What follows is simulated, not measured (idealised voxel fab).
Documented hereafter: the process module known as voxel wiring stack.
The width of the displayed cross-section, cut, is 200 nm; its cells are square, with a size of 5 nm.
In this document a cross-section is written as a grid of square cells. It is given as a series of bands, listed from the top down, and a band is one or more rows of cells.
For a band, the entry starts with two heights in nm, that of the top and then that of the bottom, and carries on with the band's materials in order from left to right, each alongside its width in nm; the word "everywhere" beside a single material means it fills the band edge to edge, and "air" means empty space.
Where do heights start? At 0: under that level the wafer as delivered is made of one material only. And the lowest band has no floor; it just carries on downward, as in "0 -> down".
Width "30..40": first value at the band's top row of cells, second value at its bottom row, equal change from row to row.
"nothing got changed" (step): cross-section cells unchanged, all of them.
The list in "Sealed-off cavities" covers empty spaces of 8 cells or more that cannot reach the top through any open way, and it gives each as width x height at distance; the distance is from the left edge, and width, height and distance are in nm.
Formally, on a step line, whatever follows the settings is a remark that the simulator itself makes on the step.
The optional step-line setting "overlay nm" applies to steps with a mask and quantifies how far to the right of its planned location the mask lay, a negative value indicating leftward placement.

[Below is the list of planned process steps]
1 op RECEIVE | material Si
2 op CONFORMAL_DEP | material SiO2 | thk nm 10
3 op DIRECTIONAL_DEP | material TiN | thk nm 5
4 op DIRECTIONAL_DEP | material Ru | thk nm 25
5 op PATTERN | tone cover | mask id METAL_1 | material resist | width nm 30 | pitch nm 45 | thk nm 20 | overlay nm 0
6 op DIRECTIONAL_ETCH | etch materials Ru | depth nm 25
7 op DIRECTIONAL_ETCH | etch materials TiN | depth nm 5
8 op STRIP | etch materials resist
9 op FILL_DEP | material SiO2 | thk nm 10
10 op CMP | height nm 40
11 op CONFORMAL_DEP | material SiCN | thk nm 5
12 op DIRECTIONAL_DEP | material lowk | thk nm 10
13 op PATTERN | tone open | mask id PLUG_1 | material resist | width nm 15 | pitch nm 45 | thk nm 15 | overlay nm 0
14 op DIRECTIONAL_ETCH | etch materials lowk | depth nm 10
15 op DIRECTIONAL_ETCH | etch materials SiCN | depth nm 5
16 op STRIP | etch materials resist
17 op CONFORMAL_DEP | material TiN | thk nm 5
18 op FILL_DEP | material Cu | thk nm 5
19 op CMP | height nm 55
20 op CONFORMAL_DEP | material SiCN | thk nm 5
21 op DIRECTIONAL_DEP | material lowk | thk nm 25
22 op PATTERN | tone open | mask id METAL_2 | material resist | width nm 30 | pitch nm 45 | thk nm 15 | overlay nm 0
23 op DIRECTIONAL_ETCH | etch materials lowk | depth nm 25
24 op DIRECTIONAL_ETCH | etch materials SiCN | depth nm 5
25 op STRIP | etch materials resist
26 op CONFORMAL_DEP | material TiN | thk nm 5
27 op FILL_DEP | material Ru | thk nm 10
28 op CMP | height nm 85
29 op EPI | material Ru | thk nm 5
30 op FILL_DEP | material SiCN | thk nm 5

[Shown in cross-section is the wafer as received, that is, as it stands after step 1]
    0 -> down | Si everywhere
    Sealed-off cavities: none

[First of two wafers: cross-section at end of module, run per plan]
    95 -> 90 | SiCN everywhere
    90 -> 85 | SiCN: 35 | Ru: 40 | SiCN: 5 | Ru: 40 | SiCN: 5 | Ru: 40 | SiCN: 35
    85 -> 60 | lowk: 40 | TiN: 5 | Ru: 20 | TiN: 5 | lowk: 15 | TiN: 5 | Ru: 20 | TiN: 5 | lowk: 15 | TiN: 5 | Ru: 20 | TiN: 5 | lowk: 40
    60 -> 55 | SiCN: 40 | TiN: 30 | SiCN: 15 | TiN: 30 | SiCN: 15 | TiN: 30 | SiCN: 40
    55 -> 45 | lowk: 40 | TiN: 5 | Cu: 5 | TiN: 5 | lowk: 30 | TiN: 5 | Cu: 5 | TiN: 5 | lowk: 30 | TiN: 5 | Cu: 5 | TiN: 5 | lowk: 55
    45 -> 40 | SiCN: 40 | TiN: 15 | SiCN: 30 | TiN: 15 | SiCN: 30 | TiN: 15 | SiCN: 55
    40 -> 15 | SiO2: 40 | Ru: 30 | SiO2: 15 | Ru: 30 | SiO2: 15 | Ru: 30 | SiO2: 40
    15 -> 10 | SiO2: 40 | TiN: 30 | SiO2: 15 | TiN: 30 | SiO2: 15 | TiN: 30 | SiO2: 40
    10 -> 0 | SiO2 everywhere
    0 -> down | Si everywhere
    Sealed-off cavities: none

[So this is wafer number two of the two, cut at the end of the module - it started where the first did and had the same plan, we just got one thing wrong running it]
    95 -> 90 | SiCN everywhere
    90 -> 85 | SiCN: 35 | Ru: 40 | SiCN: 5 | Ru: 40 | SiCN: 5 | Ru: 40 | SiCN: 35
    85 -> 60 | lowk: 40 | TiN: 5 | Ru: 20 | TiN: 5 | lowk: 15 | TiN: 5 | Ru: 20 | TiN: 5 | lowk: 15 | TiN: 5 | Ru: 20 | TiN: 5 | lowk: 40
    60 -> 55 | SiCN: 40 | TiN: 30 | SiCN: 15 | TiN: 30 | SiCN: 15 | TiN: 30 | SiCN: 40
    55 -> 45 | lowk: 40 | TiN: 5 | Cu: 5 | TiN: 5 | lowk: 30 | TiN: 5 | Cu: 5 | TiN: 5 | lowk: 30 | TiN: 5 | Cu: 5 | TiN: 5 | lowk: 55
    45 -> 40 | SiCN: 40 | TiN: 15 | SiCN: 30 | TiN: 15 | SiCN: 30 | TiN: 15 | SiCN: 55
    40 -> 15 | SiO2: 45 | Ru: 25 | SiO2: 20 | Ru: 25 | SiO2: 20 | Ru: 25 | SiO2: 40
    15 -> 10 | SiO2: 45 | TiN: 25 | SiO2: 20 | TiN: 25 | SiO2: 20 | TiN: 25 | SiO2: 40
    10 -> 0 | SiO2 everywhere
    0 -> down | Si everywhere
    Sealed-off cavities: none
Here's what went sideways: step 5 off recipe, ran as op PATTERN | tone cover | mask id METAL_1 | material resist | width nm 25 | pitch nm 45 | thk nm 20 | overlay nm 0
Final wafer comparison in cells, second versus first, more or fewer per material: Ru: 15 fewer; SiO2: 18 more; TiN: 3 fewer
